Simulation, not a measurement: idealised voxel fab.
process module | voxel released beams
cross-section cut | 290 nm wide | cells 5 nm
A cross-section is a grid of square cells, given in bands from the top down. A band is one or more rows of cells.
Each band's line starts with the height of the band's top and of its bottom, in nm. Then come its materials from left to right, each with its width in nm. One material with "throughout" fills the band from edge to edge. "air" is empty space.
Height 0 is the level under which the wafer as received is all one material. The lowest band goes on downwards, as in "0 down".
A width such as "30 to 40" changes by the same amount from each row of cells to the next, from the band's top row to its bottom row.
"no change" after a step means that no cell of the cross-section changed.
closed voids: empty space of 8 cells or more with no open way to the top, each as width x height at its distance from the left edge, in nm
after a step's settings: what the simulator itself notes on the step
overlay nm, on a step with a mask: how far to the right of its planned place the mask lay; to the left if negative
plan
1 op RECEIVE | material Si
2 op CONFORMAL_DEP | material Al2O3 | thk nm 10
3 op DIRECTIONAL_DEP | material SiO2 | thk nm 20
4 op DIRECTIONAL_DEP | material aC | thk nm 10
5 op PATTERN | tone open | mask id ANCHOR | material resist | width nm 40 | thk nm 30 | overlay nm 0
6 op DIRECTIONAL_ETCH | etch materials aC | depth nm 10
7 op STRIP | etch materials resist
8 op DIRECTIONAL_ETCH | etch materials SiO2 | depth nm 20
9 op STRIP | etch materials aC
10 op CONFORMAL_DEP | material SiN | thk nm 15
11 op PATTERN | tone cover | mask id BEAM | material resist | width nm 115 | thk nm 15 | overlay nm 0
12 op DIRECTIONAL_ETCH | etch materials SiN | depth nm 15
13 op STRIP | etch materials resist
14 op STRIP | etch materials SiO2
as received, after step 1
  0 down: Si throughout
  closed voids: none
first wafer at the end, as planned
  45 to 30: air 85 | SiN 20 | air 10 | SiN 85 | air 90
  30 to 25: air 90 | SiN 15 | air 10 | SiN 15 | air 160
  25 to 10: air 90 | SiN 40 | air 160
  10 to 0: Al2O3 throughout
  0 down: Si throughout
  closed voids: none
second wafer at the end: like start, like plan, one mistake
  45 to 30: air 85 | SiN 115 | air 90
  30 to 20: Al2O3 throughout
  20 to 0: SiO2 throughout
  0 down: Si throughout
  closed voids: none
what went wrong: steps 2 and 3 were swapped
at the end the second wafer has, in cells: 24 fewer of SiN | 232 more of SiO2
